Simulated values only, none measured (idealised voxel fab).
Presented below is a process module, voxel tone inversion.
We display cut, a cross-section 260 nm in width whose square cells are each 5 nm.
Notation: cross-section as square-cell grid; stated in bands, top first, going down; one or more cell rows per band.
A band entry consists of two parts. The first gives the height of the band's top and the height of its bottom, in nm. The rest lists the band's materials from left to right, each with its width in nm. A single material labelled with the word "all across" fills the band from edge to edge, and the word "air" marks empty space.
Zero point of the height axis is 0; under it, received wafer = one material. Lowest band: continues down indefinitely, "top 0, no bottom".
It should be noted that a width expressed as "30 to 40" varies in equal increments from row to row of cells within the band, taking the value of the first number at the top row and that of the second number at the bottom row.
Reading "nothing was modified" for a step: not a cell of the cross-section changed in it.
You'll see "Closed void catalog" listing empty spaces that have no way open to the top, as long as they're 8 cells or more; the notation is width x height at distance, where the distance is from the left edge, and all of it is in nm.
Read whatever lies past the settings on a step's line as the simulator's own remark about the step.
The optional step-line setting "overlay nm" applies to steps with a mask and quantifies how far to the right of its planned location the mask lay, a negative value indicating leftward placement.
## So here's the lineup of process steps we planned
1. RECEIVE | material Si
2. CONFORMAL_DEP | material SiCN | thk nm 5
3. DIRECTIONAL_DEP | material polySi | thk nm 20
4. PATTERN | tone cover | mask id POSTS | material resist | width nm 20 | pitch nm 40 | thk nm 25 | overlay nm 0
5. DIRECTIONAL_ETCH | etch materials polySi | depth nm 20
6. STRIP | etch materials resist
7. FILL_DEP | material lowk | thk nm 10
8. CMP | height nm 25
9. STRIP | etch materials polySi
10. CONFORMAL_DEP | material TiN | thk nm 5
11. FILL_DEP | material W | thk nm 5
12. CMP | height nm 25
13. CONFORMAL_DEP | material SiN | thk nm 5
## Cross-section, incoming material, after step 1
	top 0, no bottom = Si all across
	Closed void catalog: none
## Starting structure and process plan are as shown above, but one mistake was made in running the module; the wafer cross-section at the end of the module follows
	top 30, bottom 25 = SiN all across
	top 25, bottom 0 = SiCN all across
	top 0, no bottom = Si all across
	Closed void catalog: none
Processing error: the process deviated at step 3: the operation and settings actually run there were DIRECTIONAL_DEP | material SiCN | thk nm 20
